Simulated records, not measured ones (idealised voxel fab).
You're looking at the process module voxel gate over fins.
Cross-section cut spans 190 nm and uses square cells 5 nm in size.
Square cells in a grid make up a cross-section in this document, and the grid is given as bands, listed from the top down, each one or more rows of cells.
A band entry consists of two parts. The first gives the height of the band's top and the height of its bottom, in nm. The rest lists the band's materials from left to right, each with its width in nm. A single material labelled with the word "edge to edge" fills the band from edge to edge, and the word "blank" marks empty space.
Heads up on the height convention: 0 is the point under which the incoming wafer is all one material, and the lowest band has no bottom, it just keeps going down, like "0 down".
Graded width ("30 to 40"): value in top row of band = first number; value in bottom row = second number; row-to-row change constant.
Basically "all unchanged" means that step didn't change any cell in the cross-section.
Entry "Tabulated closed voids". Content: empty spaces with no open connection to the top, size 8 cells or greater. Each: width x height at distance. Distance: from left edge. Unit: nm.
The remark found on a step's line after its settings is issued by the simulator itself and pertains to that step.
The line of a step may include "overlay nm". On a step with a mask, this value is how far to the right of its planned place the mask lay. A negative value means the mask lay to the left.
**The steps planned for the process are as follows**
1,op RECEIVE | material Si
2,op CONFORMAL_DEP | material SiN | thk nm 5
3,op DIRECTIONAL_DEP | material aC | thk nm 15
4,op PATTERN | tone cover | mask id FINS | material resist | width nm 15 | pitch nm 40 | thk nm 30 | overlay nm 0
5,op DIRECTIONAL_ETCH | etch materials aC | depth nm 15
6,op STRIP | etch materials resist
7,op DIRECTIONAL_ETCH | etch materials SiN | depth nm 5
8,op DIRECTIONAL_ETCH | etch materials Si | depth nm 35
9,op STRIP | etch materials aC
10,op FILL_DEP | material SiO2 | thk nm 15
11,op CMP | height nm 5
12,op SELECTIVE_ETCH | etch materials SiO2 | depth nm 15
13,op STRIP | etch materials SiN
14,op CONFORMAL_DEP | material HfO2 | thk nm 5
15,op CONFORMAL_DEP | material TiN | thk nm 5
16,op FILL_DEP | material W | thk nm 15
17,op CMP | height nm 20
18,op CONFORMAL_DEP | material SiN | thk nm 10
**Cross-section of the wafer upon arrival, representing the state reached after step 1**
	0 down | Si edge to edge
	Tabulated closed voids: none
**Here's the cross-section of the first of our two wafers at the end of the module - it ran as planned**
	30 to 20 | SiN edge to edge
	20 to 10 | W edge to edge
	10 to 5 | 55 of W | 35 of TiN | 5 of W | 35 of TiN | 60 of W
	5 to 0 | 55 of W | 5 of TiN | 25 of HfO2 | 5 of TiN | 5 of W | 5 of TiN | 25 of HfO2 | 5 of TiN | 60 of W
	0 to -5 | 60 of TiN | 5 of HfO2 | 15 of Si | 5 of HfO2 | 15 of TiN | 5 of HfO2 | 15 of Si | 5 of HfO2 | 65 of TiN
	-5 to -10 | 65 of HfO2 | 15 of Si | 25 of HfO2 | 15 of Si | 70 of HfO2
	-10 to -35 | 65 of SiO2 | 15 of Si | 25 of SiO2 | 15 of Si | 70 of SiO2
	-35 down | Si edge to edge
	Tabulated closed voids: none
**Cross-section of the latter of the two wafers at module completion. It had an identical start and an identical plan to the former; in running it, one mistake was made**
	30 to 20 | SiN edge to edge
	20 to 15 | W edge to edge
	15 to 10 | TiN edge to edge
	10 to 5 | 70 of HfO2 | 5 of TiN | 35 of HfO2 | 5 of TiN | 75 of HfO2
	5 to 0 | 65 of W | 15 of HfO2 | 25 of W | 15 of HfO2 | 70 of W
	0 to -35 | 65 of W | 15 of Si | 25 of W | 15 of Si | 70 of W
	-35 down | Si edge to edge
	Tabulated closed voids: none
What went wrong in running the wafer? step 10 changed vs plan, executed as op FILL_DEP | material W | thk nm 15
Per the end-of-run cell counts, the second wafer holds more or fewer of some materials than the first: 4 fewer of HfO2; 160 fewer of SiO2; 6 fewer of TiN; 170 more of W
